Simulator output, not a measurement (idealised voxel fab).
The document below concerns the process module designated voxel gate over fins.
Cross-section cut spans 295 nm and uses square cells 5 nm in size.
This document writes a cross-section as a grid whose cells are square, and gives it as bands, listed from the top down; one or more rows of cells form a band. Within each band entry, the heights of the top and of the bottom of the band appear first, in that order and in nm; the materials of the band then follow from left to right, each with its corresponding width in nm. The designation "everywhere" on a single material indicates that it fills the band from edge to edge; the designation "empty" indicates empty space. Below 0: as-received wafer, all one material; heights counted from there. Lowest band: no bottom, goes on down, written "0 down". Graded width ("30->40"): value in top row of band = first number; value in bottom row = second number; row-to-row change constant. For the purposes of this document, the phrase "nothing was modified" attached to a step denotes that no cell within the cross-section was modified by that step. Entry "Sealed internal cavities" = empty spaces >= 8 cells with no open way to the top; each as width x height at distance, distance from left edge, all nm. On a step's line, text after the settings is the simulator commenting on that step. "overlay nm" answers the question of how far to the right of plan the mask lay on a step that has a mask, and when it is negative the answer is to the left. The remainder of this document consists of a sequence of paired cross-sections. Each pair presents the cross-section prior to one process step together with the cross-section following it, the latter being rendered only as deep as the lowest band that underwent change. The intervening step, together with its settings, is stated beneath each pair. Because the pairs may originate from different runs of this module on the same starting wafer, a given pair is to be read as continuing from the preceding pair only where its entry headed "Status quo ante" so indicates.

Status quo ante:
  15 to 10: empty: 70; TiAl: 155; empty: 70
  10 to 5: empty: 70; TiAl: 5; TiN: 145; TiAl: 5; empty: 70
  5 to 0: empty: 70; TiAl: 5; TiN: 5; HfO2: 30; TiN: 5; HfO2: 30; TiN: 5; HfO2: 30; TiN: 5; HfO2: 30; TiN: 5; TiAl: 5; empty: 70
  0 to -5: TiAl: 75; TiN: 5; HfO2: 5; Si: 20; HfO2: 5; TiN: 5; HfO2: 5; Si: 20; HfO2: 5; TiN: 5; HfO2: 5; Si: 20; HfO2: 5; TiN: 5; HfO2: 5; Si: 20; HfO2: 5; TiN: 5; TiAl: 75
  -5 to -10: TiN: 80; HfO2: 5; Si: 20; HfO2: 5; TiN: 5; HfO2: 5; Si: 20; HfO2: 5; TiN: 5; HfO2: 5; Si: 20; HfO2: 5; TiN: 5; HfO2: 5; Si: 20; HfO2: 5; TiN: 80
  -10 to -15: HfO2: 85; Si: 20; HfO2: 15; Si: 20; HfO2: 15; Si: 20; HfO2: 15; Si: 20; HfO2: 85
  -15 to -40: SiO2: 85; Si: 20; SiO2: 15; Si: 20; SiO2: 15; Si: 20; SiO2: 15; Si: 20; SiO2: 85
  -40 down: Si everywhere
  Sealed internal cavities: none

after:
  20 to 15: empty: 65; TiN: 165; empty: 65
  15 to 10: empty: 65; TiN: 5; TiAl: 155; TiN: 5; empty: 65
  10 to 5: empty: 65; TiN: 5; TiAl: 5; TiN: 145; TiAl: 5; TiN: 5; empty: 65
  5 to 0: TiN: 70; TiAl: 5; TiN: 5; HfO2: 30; TiN: 5; HfO2: 30; TiN: 5; HfO2: 30; TiN: 5; HfO2: 30; TiN: 5; TiAl: 5; TiN: 70
  Everything under 0 stays put, no change at all.
  Sealed internal cavities: none
Operation between the pre and post cross-sections above: CONFORMAL_DEP (material TiN; thk nm 5)

Status quo ante: the pre-step structure is the one depicted after the step in the pair just above.

after:
  35 to 20: W everywhere
  20 to 15: W: 65; TiN: 165; W: 65
  15 to 10: W: 65; TiN: 5; TiAl: 155; TiN: 5; W: 65
  10 to 5: W: 65; TiN: 5; TiAl: 5; TiN: 145; TiAl: 5; TiN: 5; W: 65
  Everything under 5 stays put, no change at all.
  Sealed internal cavities: none
Operation between the pre and post cross-sections above: FILL_DEP (material W; thk nm 15)

Status quo ante: the pre-step structure is the one depicted after the step in the pair just above.

after:
  30 to 20: W everywhere
  Everything under 20 stays put, no change at all.
  Sealed internal cavities: none
Operation between the pre and post cross-sections above: CMP (height nm 30)

Status quo ante: the pre-step structure is the one depicted after the step in the pair just above.

after:
  40 to 30: SiCN everywhere
  Everything under 30 stays put, no change at all.
  Sealed internal cavities: none
Operation between the pre and post cross-sections above: CONFORMAL_DEP (material SiCN; thk nm 10)

Status quo ante:
  5 to 0: SiN everywhere
  0 down: Si everywhere
  Sealed internal cavities: none

after:
  20 to 5: empty: 80; resist: 15; empty: 20; resist: 15; empty: 20; resist: 15; empty: 20; resist: 15; empty: 95
  Everything under 5 stays put, no change at all.
  Sealed internal cavities: none
Operation between the pre and post cross-sections above: PATTERN (tone cover; mask id FINS; material resist; width nm 15; pitch nm 35; thk nm 15; overlay nm -5)

Status quo ante: the pre-step structure is the one depicted after the step in the pair just above.

after:
  20 to 5: empty: 80; resist: 15; empty: 20; resist: 15; empty: 20; resist: 15; empty: 20; resist: 15; empty: 95
  5 to 0: empty: 80; SiN: 15; empty: 20; SiN: 15; empty: 20; SiN: 15; empty: 20; SiN: 15; empty: 95
  Everything under 0 stays put, no change at all.
  Sealed internal cavities: none
Operation between the pre and post cross-sections above: DIRECTIONAL_ETCH (etch materials SiN; depth nm 5)

Status quo ante: the pre-step structure is the one depicted after the step in the pair just above.

after:
  20 to 5: empty: 80; resist: 15; empty: 20; resist: 15; empty: 20; resist: 15; empty: 20; resist: 15; empty: 95
  5 to 0: empty: 80; SiN: 15; empty: 20; SiN: 15; empty: 20; SiN: 15; empty: 20; SiN: 15; empty: 95
  0 to -40: empty: 80; Si: 15; empty: 20; Si: 15; empty: 20; Si: 15; empty: 20; Si: 15; empty: 95
  Everything under -40 stays put, no change at all.
  Sealed internal cavities: none
Operation between the pre and post cross-sections above: DIRECTIONAL_ETCH (etch materials Si; depth nm 40)

Status quo ante: the pre-step structure is the one depicted after the step in the pair just above.

after:
  5 to 0: empty: 80; SiN: 15; empty: 20; SiN: 15; empty: 20; SiN: 15; empty: 20; SiN: 15; empty: 95
  Everything under 0 stays put, no change at all.
  Sealed internal cavities: none
Operation between the pre and post cross-sections above: STRIP (etch materials resist)

Status quo ante: the pre-step structure is the one depicted after the step in the pair just above.

after:
  10 to 5: SiO2 everywhere
  5 to 0: SiO2: 80; SiN: 15; SiO2: 20; SiN: 15; SiO2: 20; SiN: 15; SiO2: 20; SiN: 15; SiO2: 95
  0 to -40: SiO2: 80; Si: 15; SiO2: 20; Si: 15; SiO2: 20; Si: 15; SiO2: 20; Si: 15; SiO2: 95
  Everything under -40 stays put, no change at all.
  Sealed internal cavities: none
Operation between the pre and post cross-sections above: FILL_DEP (material SiO2; thk nm 5)

Status quo ante: the pre-step structure is the one depicted after the step in the pair just above.

after:
  5 to 0: SiO2: 80; SiN: 15; SiO2: 20; SiN: 15; SiO2: 20; SiN: 15; SiO2: 20; SiN: 15; SiO2: 95
  Everything under 0 stays put, no change at all.
  Sealed internal cavities: none
Operation between the pre and post cross-sections above: CMP (height nm 5)

Status quo ante: the pre-step structure is the one depicted after the step in the pair just above.

after:
  5 to 0: empty: 80; SiN: 15; empty: 20; SiN: 15; empty: 20; SiN: 15; empty: 20; SiN: 15; empty: 95
  0 to -15: empty: 80; Si: 15; empty: 20; Si: 15; empty: 20; Si: 15; empty: 20; Si: 15; empty: 95
  Everything under -15 stays put, no change at all.
  Sealed internal cavities: none
Operation between the pre and post cross-sections above: SELECTIVE_ETCH (etch materials SiO2; depth nm 20)

Status quo ante: the pre-step structure is the one depicted after the step in the pair just above.

after:
  0 to -15: empty: 80; Si: 15; empty: 20; Si: 15; empty: 20; Si: 15; empty: 20; Si: 15; empty: 95
  Everything under -15 stays put, no change at all.
  Sealed internal cavities: none
Operation between the pre and post cross-sections above: STRIP (etch materials SiN)

Status quo ante: the pre-step structure is the one depicted after the step in the pair just above.

after:
  5 to 0: empty: 75; HfO2: 25; empty: 10; HfO2: 25; empty: 10; HfO2: 25; empty: 10; HfO2: 25; empty: 90
  0 to -10: empty: 75; HfO2: 5; Si: 15; HfO2: 5; empty: 10; HfO2: 5; Si: 15; HfO2: 5; empty: 10; HfO2: 5; Si: 15; HfO2: 5; empty: 10; HfO2: 5; Si: 15; HfO2: 5; empty: 90
  -10 to -15: HfO2: 80; Si: 15; HfO2: 20; Si: 15; HfO2: 20; Si: 15; HfO2: 20; Si: 15; HfO2: 95
  Everything under -15 stays put, no change at all.
  Sealed internal cavities: none
Operation between the pre and post cross-sections above: CONFORMAL_DEP (material HfO2; thk nm 5)

Status quo ante: the pre-step structure is the one depicted after the step in the pair just above.

after:
  10 to 5: empty: 70; TiN: 140; empty: 85
  5 to 0: empty: 70; TiN: 5; HfO2: 25; TiN: 10; HfO2: 25; TiN: 10; HfO2: 25; TiN: 10; HfO2: 25; TiN: 5; empty: 85
  0 to -5: empty: 70; TiN: 5; HfO2: 5; Si: 15; HfO2: 5; TiN: 10; HfO2: 5; Si: 15; HfO2: 5; TiN: 10; HfO2: 5; Si: 15; HfO2: 5; TiN: 10; HfO2: 5; Si: 15; HfO2: 5; TiN: 5; empty: 85
  -5 to -10: TiN: 75; HfO2: 5; Si: 15; HfO2: 5; TiN: 10; HfO2: 5; Si: 15; HfO2: 5; TiN: 10; HfO2: 5; Si: 15; HfO2: 5; TiN: 10; HfO2: 5; Si: 15; HfO2: 5; TiN: 90
  Everything under -10 stays put, no change at all.
  Sealed internal cavities: none
Operation between the pre and post cross-sections above: CONFORMAL_DEP (material TiN; thk nm 5)

Status quo ante: the pre-step structure is the one depicted after the step in the pair just above.

after:
  15 to 10: empty: 65; TiAl: 150; empty: 80
  10 to 5: empty: 65; TiAl: 5; TiN: 140; TiAl: 5; empty: 80
  5 to 0: empty: 65; TiAl: 5; TiN: 5; HfO2: 25; TiN: 10; HfO2: 25; TiN: 10; HfO2: 25; TiN: 10; HfO2: 25; TiN: 5; TiAl: 5; empty: 80
  0 to -5: TiAl: 70; TiN: 5; HfO2: 5; Si: 15; HfO2: 5; TiN: 10; HfO2: 5; Si: 15; HfO2: 5; TiN: 10; HfO2: 5; Si: 15; HfO2: 5; TiN: 10; HfO2: 5; Si: 15; HfO2: 5; TiN: 5; TiAl: 85
  Everything under -5 stays put, no change at all.
  Sealed internal cavities: none
Operation between the pre and post cross-sections above: CONFORMAL_DEP (material TiAl; thk nm 5)

Status quo ante: the pre-step structure is the one depicted after the step in the pair just above.

after:
  20 to 15: empty: 60; TiN: 160; empty: 75
  15 to 10: empty: 60; TiN: 5; TiAl: 150; TiN: 5; empty: 75
  10 to 5: empty: 60; TiN: 5; TiAl: 5; TiN: 140; TiAl: 5; TiN: 5; empty: 75
  5 to 0: TiN: 65; TiAl: 5; TiN: 5; HfO2: 25; TiN: 10; HfO2: 25; TiN: 10; HfO2: 25; TiN: 10; HfO2: 25; TiN: 5; TiAl: 5; TiN: 80
  Everything under 0 stays put, no change at all.
  Sealed internal cavities: none
Operation between the pre and post cross-sections above: CONFORMAL_DEP (material TiN; thk nm 5)

Status quo ante: the pre-step structure is the one depicted after the step in the pair just above.

after:
  35 to 20: W everywhere
  20 to 15: W: 60; TiN: 160; W: 75
  15 to 10: W: 60; TiN: 5; TiAl: 150; TiN: 5; W: 75
  10 to 5: W: 60; TiN: 5; TiAl: 5; TiN: 140; TiAl: 5; TiN: 5; W: 75
  Everything under 5 stays put, no change at all.
  Sealed internal cavities: none
Operation between the pre and post cross-sections above: FILL_DEP (material W; thk nm 15)

Status quo ante: the pre-step structure is the one depicted after the step in the pair just above.

after:
  30 to 20: W everywhere
  Everything under 20 stays put, no change at all.
  Sealed internal cavities: none
Operation between the pre and post cross-sections above: CMP (height nm 30)

Status quo ante: the pre-step structure is the one depicted after the step in the pair just above.

after:
  40 to 30: SiCN everywhere
  Everything under 30 stays put, no change at all.
  Sealed internal cavities: none
Operation between the pre and post cross-sections above: CONFORMAL_DEP (material SiCN; thk nm 10)

Status quo ante:
  0 to -15: empty: 85; Si: 15; empty: 20; Si: 15; empty: 20; Si: 15; empty: 20; Si: 15; empty: 90
  -15 to -40: SiO2: 85; Si: 15; SiO2: 20; Si: 15; SiO2: 20; Si: 15; SiO2: 20; Si: 15; SiO2: 90
  -40 down: Si everywhere
  Sealed internal cavities: none

after:
  5 to 0: empty: 80; SiCN: 25; empty: 10; SiCN: 25; empty: 10; SiCN: 25; empty: 10; SiCN: 25; empty: 85
  0 to -10: empty: 80; SiCN: 5; Si: 15; SiCN: 5; empty: 10; SiCN: 5; Si: 15; SiCN: 5; empty: 10; SiCN: 5; Si: 15; SiCN: 5; empty: 10; SiCN: 5; Si: 15; SiCN: 5; empty: 85
  -10 to -15: SiCN: 85; Si: 15; SiCN: 20; Si: 15; SiCN: 20; Si: 15; SiCN: 20; Si: 15; SiCN: 90
  Everything under -15 stays put, no change at all.
  Sealed internal cavities: none
Operation between the pre and post cross-sections above: CONFORMAL_DEP (material SiCN; thk nm 5)

Status quo ante: the pre-step structure is the one depicted after the step in the pair just above.

after:
  10 to 5: empty: 75; TiN: 140; empty: 80
  5 to 0: empty: 75; TiN: 5; SiCN: 25; TiN: 10; SiCN: 25; TiN: 10; SiCN: 25; TiN: 10; SiCN: 25; TiN: 5; empty: 80
  0 to -5: empty: 75; TiN: 5; SiCN: 5; Si: 15; SiCN: 5; TiN: 10; SiCN: 5; Si: 15; SiCN: 5; TiN: 10; SiCN: 5; Si: 15; SiCN: 5; TiN: 10; SiCN: 5; Si: 15; SiCN: 5; TiN: 5; empty: 80
  -5 to -10: TiN: 80; SiCN: 5; Si: 15; SiCN: 5; TiN: 10; SiCN: 5; Si: 15; SiCN: 5; TiN: 10; SiCN: 5; Si: 15; SiCN: 5; TiN: 10; SiCN: 5; Si: 15; SiCN: 5; TiN: 85
  Everything under -10 stays put, no change at all.
  Sealed internal cavities: none
Operation between the pre and post cross-sections above: CONFORMAL_DEP (material TiN; thk nm 5)

Status quo ante: the pre-step structure is the one depicted after the step in the pair just above.

after:
  15 to 10: empty: 70; TiAl: 150; empty: 75
  10 to 5: empty: 70; TiAl: 5; TiN: 140; TiAl: 5; empty: 75
  5 to 0: empty: 70; TiAl: 5; TiN: 5; SiCN: 25; TiN: 10; SiCN: 25; TiN: 10; SiCN: 25; TiN: 10; SiCN: 25; TiN: 5; TiAl: 5; empty: 75
  0 to -5: TiAl: 75; TiN: 5; SiCN: 5; Si: 15; SiCN: 5; TiN: 10; SiCN: 5; Si: 15; SiCN: 5; TiN: 10; SiCN: 5; Si: 15; SiCN: 5; TiN: 10; SiCN: 5; Si: 15; SiCN: 5; TiN: 5; TiAl: 80
  Everything under -5 stays put, no change at all.
  Sealed internal cavities: none
Operation between the pre and post cross-sections above: CONFORMAL_DEP (material TiAl; thk nm 5)

Status quo ante: the pre-step structure is the one depicted after the step in the pair just above.

after:
  20 to 15: empty: 65; TiN: 160; empty: 70
  15 to 10: empty: 65; TiN: 5; TiAl: 150; TiN: 5; empty: 70
  10 to 5: empty: 65; TiN: 5; TiAl: 5; TiN: 140; TiAl: 5; TiN: 5; empty: 70
  5 to 0: TiN: 70; TiAl: 5; TiN: 5; SiCN: 25; TiN: 10; SiCN: 25; TiN: 10; SiCN: 25; TiN: 10; SiCN: 25; TiN: 5; TiAl: 5; TiN: 75
  Everything under 0 stays put, no change at all.
  Sealed internal cavities: none
Operation between the pre and post cross-sections above: CONFORMAL_DEP (material TiN; thk nm 5)

Status quo ante: the pre-step structure is the one depicted after the step in the pair just above.

after:
  35 to 20: W everywhere
  20 to 15: W: 65; TiN: 160; W: 70
  15 to 10: W: 65; TiN: 5; TiAl: 150; TiN: 5; W: 70
  10 to 5: W: 65; TiN: 5; TiAl: 5; TiN: 140; TiAl: 5; TiN: 5; W: 70
  Everything under 5 stays put, no change at all.
  Sealed internal cavities: none
Operation between the pre and post cross-sections above: FILL_DEP (material W; thk nm 15)

Status quo ante: the pre-step structure is the one depicted after the step in the pair just above.

after:
  30 to 20: W everywhere
  Everything under 20 stays put, no change at all.
  Sealed internal cavities: none
Operation between the pre and post cross-sections above: CMP (height nm 30)

Status quo ante: the pre-step structure is the one depicted after the step in the pair just above.

after:
  40 to 30: SiCN everywhere
  Everything under 30 stays put, no change at all.
  Sealed internal cavities: none
Operation between the pre and post cross-sections above: CONFORMAL_DEP (material SiCN; thk nm 10)

Status quo ante:
  5 to 0: SiN everywhere
  0 down: Si everywhere
  Sealed internal cavities: none

after:
  20 to 5: resist: 85; empty: 15; resist: 20; empty: 15; resist: 20; empty: 15; resist: 20; empty: 15; resist: 90
  Everything under 5 stays put, no change at all.
  Sealed internal cavities: none
Operation between the pre and post cross-sections above: PATTERN (tone open; mask id FINS; material resist; width nm 15; pitch nm 35; thk nm 15; overlay nm 0)

Status quo ante: the pre-step structure is the one depicted after the step in the pair just above.

after:
  20 to 5: resist: 85; empty: 15; resist: 20; empty: 15; resist: 20; empty: 15; resist: 20; empty: 15; resist: 90
  5 to 0: SiN: 85; empty: 15; SiN: 20; empty: 15; SiN: 20; empty: 15; SiN: 20; empty: 15; SiN: 90
  Everything under 0 stays put, no change at all.
  Sealed internal cavities: none
Operation between the pre and post cross-sections above: DIRECTIONAL_ETCH (etch materials SiN; depth nm 5)

Status quo ante: the pre-step structure is the one depicted after the step in the pair just above.

after:
  20 to 5: resist: 85; empty: 15; resist: 20; empty: 15; resist: 20; empty: 15; resist: 20; empty: 15; resist: 90
  5 to 0: SiN: 85; empty: 15; SiN: 20; empty: 15; SiN: 20; empty: 15; SiN: 20; empty: 15; SiN: 90
  0 to -40: Si: 85; empty: 15; Si: 20; empty: 15; Si: 20; empty: 15; Si: 20; empty: 15; Si: 90
  Everything under -40 stays put, no change at all.
  Sealed internal cavities: none
Operation between the pre and post cross-sections above: DIRECTIONAL_ETCH (etch materials Si; depth nm 40)

Status quo ante: the pre-step structure is the one depicted after the step in the pair just above.

after:
  5 to 0: SiN: 85; empty: 15; SiN: 20; empty: 15; SiN: 20; empty: 15; SiN: 20; empty: 15; SiN: 90
  Everything under 0 stays put, no change at all.
  Sealed internal cavities: none
Operation between the pre and post cross-sections above: STRIP (etch materials resist)

Status quo ante: the pre-step structure is the one depicted after the step in the pair just above.

after:
  10 to 5: SiO2 everywhere
  5 to 0: SiN: 85; SiO2: 15; SiN: 20; SiO2: 15; SiN: 20; SiO2: 15; SiN: 20; SiO2: 15; SiN: 90
  0 to -40: Si: 85; SiO2: 15; Si: 20; SiO2: 15; Si: 20; SiO2: 15; Si: 20; SiO2: 15; Si: 90
  Everything under -40 stays put, no change at all.
  Sealed internal cavities: none
Operation between the pre and post cross-sections above: FILL_DEP (material SiO2; thk nm 5)

Status quo ante: the pre-step structure is the one depicted after the step in the pair just above.

after:
  5 to 0: SiN: 85; SiO2: 15; SiN: 20; SiO2: 15; SiN: 20; SiO2: 15; SiN: 20; SiO2: 15; SiN: 90
  Everything under 0 stays put, no change at all.
  Sealed internal cavities: none
Operation between the pre and post cross-sections above: CMP (height nm 5)

Status quo ante: the pre-step structure is the one depicted after the step in the pair just above.

after:
  5 to 0: SiN: 85; empty: 15; SiN: 20; empty: 15; SiN: 20; empty: 15; SiN: 20; empty: 15; SiN: 90
  0 to -15: Si: 85; empty: 15; Si: 20; empty: 15; Si: 20; empty: 15; Si: 20; empty: 15; Si: 90
  Everything under -15 stays put, no change at all.
  Sealed internal cavities: none
Operation between the pre and post cross-sections above: SELECTIVE_ETCH (etch materials SiO2; depth nm 20)

Status quo ante: the pre-step structure is the one depicted after the step in the pair just above.

after:
  0 to -15: Si: 85; empty: 15; Si: 20; empty: 15; Si: 20; empty: 15; Si: 20; empty: 15; Si: 90
  Everything under -15 stays put, no change at all.
  Sealed internal cavities: none
Operation between the pre and post cross-sections above: STRIP (etch materials SiN)

Status quo ante: the pre-step structure is the one depicted after the step in the pair just above.

after:
  5 to 0: HfO2: 90; empty: 5; HfO2: 30; empty: 5; HfO2: 30; empty: 5; HfO2: 30; empty: 5; HfO2: 95
  0 to -10: Si: 85; HfO2: 5; empty: 5; HfO2: 5; Si: 20; HfO2: 5; empty: 5; HfO2: 5; Si: 20; HfO2: 5; empty: 5; HfO2: 5; Si: 20; HfO2: 5; empty: 5; HfO2: 5; Si: 90
  -10 to -15: Si: 85; HfO2: 15; Si: 20; HfO2: 15; Si: 20; HfO2: 15; Si: 20; HfO2: 15; Si: 90
  Everything under -15 stays put, no change at all.
  Sealed internal cavities: none
Operation between the pre and post cross-sections above: CONFORMAL_DEP (material HfO2; thk nm 5)

Status quo ante: the pre-step structure is the one depicted after the step in the pair just above.

after:
  10 to 5: TiN everywhere
  5 to 0: HfO2: 90; TiN: 5; HfO2: 30; TiN: 5; HfO2: 30; TiN: 5; HfO2: 30; TiN: 5; HfO2: 95
  0 to -10: Si: 85; HfO2: 5; TiN: 5; HfO2: 5; Si: 20; HfO2: 5; TiN: 5; HfO2: 5; Si: 20; HfO2: 5; TiN: 5; HfO2: 5; Si: 20; HfO2: 5; TiN: 5; HfO2: 5; Si: 90
  Everything under -10 stays put, no change at all.
  Sealed internal cavities: none
Operation between the pre and post cross-sections above: CONFORMAL_DEP (material TiN; thk nm 5)

Status quo ante: the pre-step structure is the one depicted after the step in the pair just above.

after:
  15 to 10: TiAl everywhere
  Everything under 10 stays put, no change at all.
  Sealed internal cavities: none
Operation between the pre and post cross-sections above: CONFORMAL_DEP (material TiAl; thk nm 5)

Status quo ante: the pre-step structure is the one depicted after the step in the pair just above.

after:
  20 to 15: TiN everywhere
  Everything under 15 stays put, no change at all.
  Sealed internal cavities: none
Operation between the pre and post cross-sections above: CONFORMAL_DEP (material TiN; thk nm 5)

Status quo ante: the pre-step structure is the one depicted after the step in the pair just above.

after:
  35 to 20: W everywhere
  Everything under 20 stays put, no change at all.
  Sealed internal cavities: none
Operation between the pre and post cross-sections above: FILL_DEP (material W; thk nm 15)

Status quo ante: the pre-step structure is the one depicted after the step in the pair just above.

after:
  30 to 20: W everywhere
  Everything under 20 stays put, no change at all.
  Sealed internal cavities: none
Operation between the pre and post cross-sections above: CMP (height nm 30)

Status quo ante: the pre-step structure is the one depicted after the step in the pair just above.

after:
  40 to 30: SiCN everywhere
  Everything under 30 stays put, no change at all.
  Sealed internal cavities: none
Operation between the pre and post cross-sections above: CONFORMAL_DEP (material SiCN; thk nm 10)
